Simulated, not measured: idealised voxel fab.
process module | voxel wiring stack
cross-section cut | 200 nm wide | cells 5 nm
A cross-section is a grid of square cells, given in bands from the top down. A band is one or more rows of cells.
Each band's line starts with the height of the band's top and of its bottom, in nm. Then come its materials from left to right, each with its width in nm. One material with "throughout" fills the band from edge to edge. "air" is empty space.
Height 0 is the level under which the wafer as received is all one material. The lowest band goes on downwards, as in "0 down".
A width such as "30 to 40" changes by the same amount from each row of cells to the next, from the band's top row to its bottom row.
"no change" after a step means that no cell of the cross-section changed.
closed voids: empty space of 8 cells or more with no open way to the top, each as width x height at its distance from the left edge, in nm
after a step's settings: what the simulator itself notes on the step
overlay nm, on a step with a mask: how far to the right of its planned place the mask lay; to the left if negative
plan
1 op RECEIVE | material Si
2 op CONFORMAL_DEP | material SiO2 | thk nm 10
3 op CONFORMAL_DEP | material SiN | thk nm 5
4 op DIRECTIONAL_DEP | material SiO2 | thk nm 25
5 op MASKED_ETCH | tone open | mask id METAL_1 | width nm 25 | pitch nm 55 | etch materials SiO2 | depth nm 25 | overlay nm 0
6 op MASKED_ETCH | tone open | mask id METAL_1 | width nm 25 | pitch nm 55 | etch materials SiN | depth nm 5 | overlay nm 0
7 op CONFORMAL_DEP | material TiN | thk nm 5
8 op FILL_DEP | material W | thk nm 5
9 op CMP | height nm 40
10 op EPI | material Ru | thk nm 5
11 op FILL_DEP | material SiCN | thk nm 5
12 op DIRECTIONAL_DEP | material lowk | thk nm 25
13 op PATTERN | tone open | mask id METAL_2 | material resist | width nm 25 | pitch nm 55 | thk nm 15 | overlay nm 0
14 op DIRECTIONAL_ETCH | etch materials lowk | depth nm 15
15 op STRIP | etch materials resist
16 op MASKED_ETCH | tone open | mask id METAL_2_HOLES | width nm 15 | pitch nm 55 | etch materials lowk | depth nm 10 | overlay nm 0
17 op MASKED_ETCH | tone open | mask id METAL_2_HOLES | width nm 15 | pitch nm 55 | etch materials SiCN | depth nm 5 | overlay nm 0
18 op CONFORMAL_DEP | material TiN | thk nm 5
19 op FILL_DEP | material Cu | thk nm 5
20 op CMP | height nm 75
21 op CONFORMAL_DEP | material SiN | thk nm 5
varied across the wafers: thk nm of step 3. The plan shows the first wafer's value. All wafers start alike
first wafer as received, after step 1
  0 down: Si throughout
  closed voids: none
first wafer at the end, after step 21
  80 to 75: SiN throughout
  75 to 65: lowk 60 | TiN 5 | Cu 15 | TiN 5 | lowk 30 | TiN 5 | Cu 15 | TiN 5 | lowk 60
  65 to 60: lowk 60 | TiN 5 | Cu 5 | TiN 15 | lowk 30 | TiN 5 | Cu 5 | TiN 15 | lowk 60
  60 to 50: lowk 60 | TiN 5 | Cu 5 | TiN 5 | lowk 40 | TiN 5 | Cu 5 | TiN 5 | lowk 70
  50 to 45: SiCN 60 | TiN 15 | SiCN 40 | TiN 15 | SiCN 70
  45 to 40: SiCN 55 | Ru 35 | SiCN 20 | Ru 35 | SiCN 55
  40 to 15: SiO2 60 | TiN 5 | W 15 | TiN 5 | SiO2 30 | TiN 5 | W 15 | TiN 5 | SiO2 60
  15 to 10: SiN 60 | TiN 25 | SiN 30 | TiN 25 | SiN 60
  10 to 0: SiO2 throughout
  0 down: Si throughout
  closed voids: none
last wafer at the end
  80 to 75: SiN throughout
  75 to 65: lowk 60 | TiN 5 | Cu 15 | TiN 5 | lowk 30 | TiN 5 | Cu 15 | TiN 5 | lowk 60
  65 to 60: lowk 60 | TiN 5 | Cu 5 | TiN 15 | lowk 30 | TiN 5 | Cu 5 | TiN 15 | lowk 60
  60 to 50: lowk 60 | TiN 5 | Cu 5 | TiN 5 | lowk 40 | TiN 5 | Cu 5 | TiN 5 | lowk 70
  50 to 45: SiCN 60 | TiN 15 | SiCN 40 | TiN 15 | SiCN 70
  45 to 40: SiCN 55 | Ru 35 | SiCN 20 | Ru 35 | SiCN 55
  40 to 30: SiO2 60 | TiN 5 | W 15 | TiN 5 | SiO2 30 | TiN 5 | W 15 | TiN 5 | SiO2 60
  30 to 25: SiN 60 | TiN 25 | SiN 30 | TiN 25 | SiN 60
  25 to 10: SiN throughout
  10 to 0: SiO2 throughout
  0 down: Si throughout
  closed voids: none
each wafer at the end: cells of each material gained (+) or lost (-) since it was received, then its closed voids
thk nm 5 | +18 Cu | +14 Ru | +60 SiCN | +70 SiN | +230 SiO2 | +60 TiN | +30 W | +158 lowk | closed voids: none
thk nm 10 | +18 Cu | +14 Ru | +60 SiCN | +110 SiN | +200 SiO2 | +56 TiN | +24 W | +158 lowk | closed voids: none
thk nm 15 | +18 Cu | +14 Ru | +60 SiCN | +150 SiN | +170 SiO2 | +52 TiN | +18 W | +158 lowk | closed voids: none
thk nm 20 | +18 Cu | +14 Ru | +60 SiCN | +190 SiN | +140 SiO2 | +48 TiN | +12 W | +158 lowk | closed voids: none
